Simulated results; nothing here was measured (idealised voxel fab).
process module | voxel gate over fins
cross-section cut | 220 nm wide | cells 5 nm
A cross-section is a grid of square cells, given in bands from the top down. A band is one or more rows of cells.
Each band's line starts with the height of the band's top and of its bottom, in nm. Then come its materials from left to right, each with its width in nm. One material with "throughout" fills the band from edge to edge. "air" is empty space.
Height 0 is the level under which the wafer as received is all one material. The lowest band goes on downwards, as in "0 down".
A width such as "30 to 40" changes by the same amount from each row of cells to the next, from the band's top row to its bottom row.
"no change" after a step means that no cell of the cross-section changed.
closed voids: empty space of 8 cells or more with no open way to the top, each as width x height at its distance from the left edge, in nm
after a step's settings: what the simulator itself notes on the step
overlay nm, on a step with a mask: how far to the right of its planned place the mask lay; to the left if negative
plan
1 op RECEIVE | material Si
2 op CONFORMAL_DEP | material SiN | thk nm 5
3 op DIRECTIONAL_DEP | material aC | thk nm 15
4 op PATTERN | tone cover | mask id FINS | material resist | width nm 15 | pitch nm 45 | thk nm 30 | overlay nm 0
5 op DIRECTIONAL_ETCH | etch materials aC | depth nm 15
6 op STRIP | etch materials resist
7 op DIRECTIONAL_ETCH | etch materials SiN | depth nm 5
8 op DIRECTIONAL_ETCH | etch materials Si | depth nm 40
9 op STRIP | etch materials aC
10 op OXIDIZE | depth nm 5
11 op FILL_DEP | material SiO2 | thk nm 10
12 op CMP | height nm 5
13 op SELECTIVE_ETCH | etch materials SiO2 | depth nm 20
14 op STRIP | etch materials SiN
15 op CONFORMAL_DEP | material HfO2 | thk nm 5
16 op CONFORMAL_DEP | material TiN | thk nm 5
17 op FILL_DEP | material W | thk nm 15
18 op CMP | height nm 20
19 op CONFORMAL_DEP | material SiCN | thk nm 5
first wafer, as planned
as received, after step 1
  0 down: Si throughout
  closed voids: none
after step 2
  5 to 0: SiN throughout
  below 0: unchanged
after step 3
  20 to 5: aC throughout
  below 5: unchanged
after step 4
  50 to 20: air 55 | resist 15 | air 30 | resist 15 | air 30 | resist 15 | air 60
  below 20: unchanged
after step 5
  35 to 20: air 55 | resist 15 | air 30 | resist 15 | air 30 | resist 15 | air 60
  20 to 5: air 55 | aC 15 | air 30 | aC 15 | air 30 | aC 15 | air 60
  below 5: unchanged
after step 6
  20 to 5: air 55 | aC 15 | air 30 | aC 15 | air 30 | aC 15 | air 60
  below 5: unchanged
after step 7
  20 to 5: air 55 | aC 15 | air 30 | aC 15 | air 30 | aC 15 | air 60
  5 to 0: air 55 | SiN 15 | air 30 | SiN 15 | air 30 | SiN 15 | air 60
  below 0: unchanged
after step 8
  20 to 5: air 55 | aC 15 | air 30 | aC 15 | air 30 | aC 15 | air 60
  5 to 0: air 55 | SiN 15 | air 30 | SiN 15 | air 30 | SiN 15 | air 60
  0 to -40: air 55 | Si 15 | air 30 | Si 15 | air 30 | Si 15 | air 60
  below -40: unchanged
after step 9
  5 to 0: air 55 | SiN 15 | air 30 | SiN 15 | air 30 | SiN 15 | air 60
  below 0: unchanged
after step 10
  5 to 0: air 55 | SiN 15 | air 30 | SiN 15 | air 30 | SiN 15 | air 60
  0 to -40: air 55 | SiO2 5 | Si 5 | SiO2 5 | air 30 | SiO2 5 | Si 5 | SiO2 5 | air 30 | SiO2 5 | Si 5 | SiO2 5 | air 60
  -40 to -45: SiO2 60 | Si 5 | SiO2 40 | Si 5 | SiO2 40 | Si 5 | SiO2 65
  below -45: unchanged
after step 11
  15 to 5: SiO2 throughout
  5 to 0: SiO2 55 | SiN 15 | SiO2 30 | SiN 15 | SiO2 30 | SiN 15 | SiO2 60
  0 to -45: SiO2 60 | Si 5 | SiO2 40 | Si 5 | SiO2 40 | Si 5 | SiO2 65
  below -45: unchanged
after step 12
  5 to 0: SiO2 55 | SiN 15 | SiO2 30 | SiN 15 | SiO2 30 | SiN 15 | SiO2 60
  below 0: unchanged
after step 13
  5 to 0: air 55 | SiN 15 | air 30 | SiN 15 | air 30 | SiN 15 | air 60
  0 to -15: air 60 | Si 5 | air 40 | Si 5 | air 40 | Si 5 | air 65
  below -15: unchanged
after step 14
  0 to -15: air 60 | Si 5 | air 40 | Si 5 | air 40 | Si 5 | air 65
  below -15: unchanged
after step 15
  5 to 0: air 55 | HfO2 15 | air 30 | HfO2 15 | air 30 | HfO2 15 | air 60
  0 to -10: air 55 | HfO2 5 | Si 5 | HfO2 5 | air 30 | HfO2 5 | Si 5 | HfO2 5 | air 30 | HfO2 5 | Si 5 | HfO2 5 | air 60
  -10 to -15: HfO2 60 | Si 5 | HfO2 40 | Si 5 | HfO2 40 | Si 5 | HfO2 65
  below -15: unchanged
after step 16
  10 to 5: air 50 | TiN 25 | air 20 | TiN 25 | air 20 | TiN 25 | air 55
  5 to 0: air 50 | TiN 5 | HfO2 15 | TiN 5 | air 20 | TiN 5 | HfO2 15 | TiN 5 | air 20 | TiN 5 | HfO2 15 | TiN 5 | air 55
  0 to -5: air 50 | TiN 5 | HfO2 5 | Si 5 | HfO2 5 | TiN 5 | air 20 | TiN 5 | HfO2 5 | Si 5 | HfO2 5 | TiN 5 | air 20 | TiN 5 | HfO2 5 | Si 5 | HfO2 5 | TiN 5 | air 55
  -5 to -10: TiN 55 | HfO2 5 | Si 5 | HfO2 5 | TiN 30 | HfO2 5 | Si 5 | HfO2 5 | TiN 30 | HfO2 5 | Si 5 | HfO2 5 | TiN 60
  below -10: unchanged
after step 17
  25 to 10: W throughout
  10 to 5: W 50 | TiN 25 | W 20 | TiN 25 | W 20 | TiN 25 | W 55
  5 to 0: W 50 | TiN 5 | HfO2 15 | TiN 5 | W 20 | TiN 5 | HfO2 15 | TiN 5 | W 20 | TiN 5 | HfO2 15 | TiN 5 | W 55
  0 to -5: W 50 | TiN 5 | HfO2 5 | Si 5 | HfO2 5 | TiN 5 | W 20 | TiN 5 | HfO2 5 | Si 5 | HfO2 5 | TiN 5 | W 20 | TiN 5 | HfO2 5 | Si 5 | HfO2 5 | TiN 5 | W 55
  below -5: unchanged
after step 18
  20 to 10: W throughout
  below 10: unchanged
after step 19
  25 to 20: SiCN throughout
  below 20: unchanged
second wafer: like start, like plan, one mistake. Through step 3 it matches the first wafer
when step 4 should have ended
  50 to 20: air 55 | resist 20 | air 25 | resist 20 | air 25 | resist 20 | air 55
  below 20: unchanged
when step 5 should have ended
  35 to 20: air 55 | resist 20 | air 25 | resist 20 | air 25 | resist 20 | air 55
  20 to 5: air 55 | aC 20 | air 25 | aC 20 | air 25 | aC 20 | air 55
  below 5: unchanged
when step 6 should have ended
  20 to 5: air 55 | aC 20 | air 25 | aC 20 | air 25 | aC 20 | air 55
  below 5: unchanged
when step 7 should have ended
  20 to 5: air 55 | aC 20 | air 25 | aC 20 | air 25 | aC 20 | air 55
  5 to 0: air 55 | SiN 20 | air 25 | SiN 20 | air 25 | SiN 20 | air 55
  below 0: unchanged
when step 8 should have ended
  20 to 5: air 55 | aC 20 | air 25 | aC 20 | air 25 | aC 20 | air 55
  5 to 0: air 55 | SiN 20 | air 25 | SiN 20 | air 25 | SiN 20 | air 55
  0 to -40: air 55 | Si 20 | air 25 | Si 20 | air 25 | Si 20 | air 55
  below -40: unchanged
when step 9 should have ended
  5 to 0: air 55 | SiN 20 | air 25 | SiN 20 | air 25 | SiN 20 | air 55
  below 0: unchanged
when step 10 should have ended
  5 to 0: air 55 | SiN 20 | air 25 | SiN 20 | air 25 | SiN 20 | air 55
  0 to -40: air 55 | SiO2 5 | Si 10 | SiO2 5 | air 25 | SiO2 5 | Si 10 | SiO2 5 | air 25 | SiO2 5 | Si 10 | SiO2 5 | air 55
  -40 to -45: SiO2 60 | Si 10 | SiO2 35 | Si 10 | SiO2 35 | Si 10 | SiO2 60
  below -45: unchanged
when step 11 should have ended
  15 to 5: SiO2 throughout
  5 to 0: SiO2 55 | SiN 20 | SiO2 25 | SiN 20 | SiO2 25 | SiN 20 | SiO2 55
  0 to -45: SiO2 60 | Si 10 | SiO2 35 | Si 10 | SiO2 35 | Si 10 | SiO2 60
  below -45: unchanged
when step 12 should have ended
  5 to 0: SiO2 55 | SiN 20 | SiO2 25 | SiN 20 | SiO2 25 | SiN 20 | SiO2 55
  below 0: unchanged
when step 13 should have ended
  5 to 0: air 55 | SiN 20 | air 25 | SiN 20 | air 25 | SiN 20 | air 55
  0 to -15: air 60 | Si 10 | air 35 | Si 10 | air 35 | Si 10 | air 60
  below -15: unchanged
when step 14 should have ended
  0 to -15: air 60 | Si 10 | air 35 | Si 10 | air 35 | Si 10 | air 60
  below -15: unchanged
when step 15 should have ended
  5 to 0: air 55 | HfO2 20 | air 25 | HfO2 20 | air 25 | HfO2 20 | air 55
  0 to -10: air 55 | HfO2 5 | Si 10 | HfO2 5 | air 25 | HfO2 5 | Si 10 | HfO2 5 | air 25 | HfO2 5 | Si 10 | HfO2 5 | air 55
  -10 to -15: HfO2 60 | Si 10 | HfO2 35 | Si 10 | HfO2 35 | Si 10 | HfO2 60
  below -15: unchanged
when step 16 should have ended
  10 to 5: air 50 | TiN 30 | air 15 | TiN 30 | air 15 | TiN 30 | air 50
  5 to 0: air 50 | TiN 5 | HfO2 20 | TiN 5 | air 15 | TiN 5 | HfO2 20 | TiN 5 | air 15 | TiN 5 | HfO2 20 | TiN 5 | air 50
  0 to -5: air 50 | TiN 5 | HfO2 5 | Si 10 | HfO2 5 | TiN 5 | air 15 | TiN 5 | HfO2 5 | Si 10 | HfO2 5 | TiN 5 | air 15 | TiN 5 | HfO2 5 | Si 10 | HfO2 5 | TiN 5 | air 50
  -5 to -10: TiN 55 | HfO2 5 | Si 10 | HfO2 5 | TiN 25 | HfO2 5 | Si 10 | HfO2 5 | TiN 25 | HfO2 5 | Si 10 | HfO2 5 | TiN 55
  below -10: unchanged
when step 17 should have ended
  25 to 10: W throughout
  10 to 5: W 50 | TiN 30 | W 15 | TiN 30 | W 15 | TiN 30 | W 50
  5 to 0: W 50 | TiN 5 | HfO2 20 | TiN 5 | W 15 | TiN 5 | HfO2 20 | TiN 5 | W 15 | TiN 5 | HfO2 20 | TiN 5 | W 50
  0 to -5: W 50 | TiN 5 | HfO2 5 | Si 10 | HfO2 5 | TiN 5 | W 15 | TiN 5 | HfO2 5 | Si 10 | HfO2 5 | TiN 5 | W 15 | TiN 5 | HfO2 5 | Si 10 | HfO2 5 | TiN 5 | W 50
  below -5: unchanged
when step 18 should have ended
  20 to 10: W throughout
  below 10: unchanged
when step 19 should have ended
  25 to 20: SiCN throughout
  below 20: unchanged
what went wrong: step 4 ran as: op PATTERN | tone cover | mask id FINS | material resist | width nm 20 | pitch nm 45 | thk nm 30 | overlay nm 0
at the end the second wafer has, in cells: 27 more of Si | 18 fewer of SiO2 | 9 fewer of W
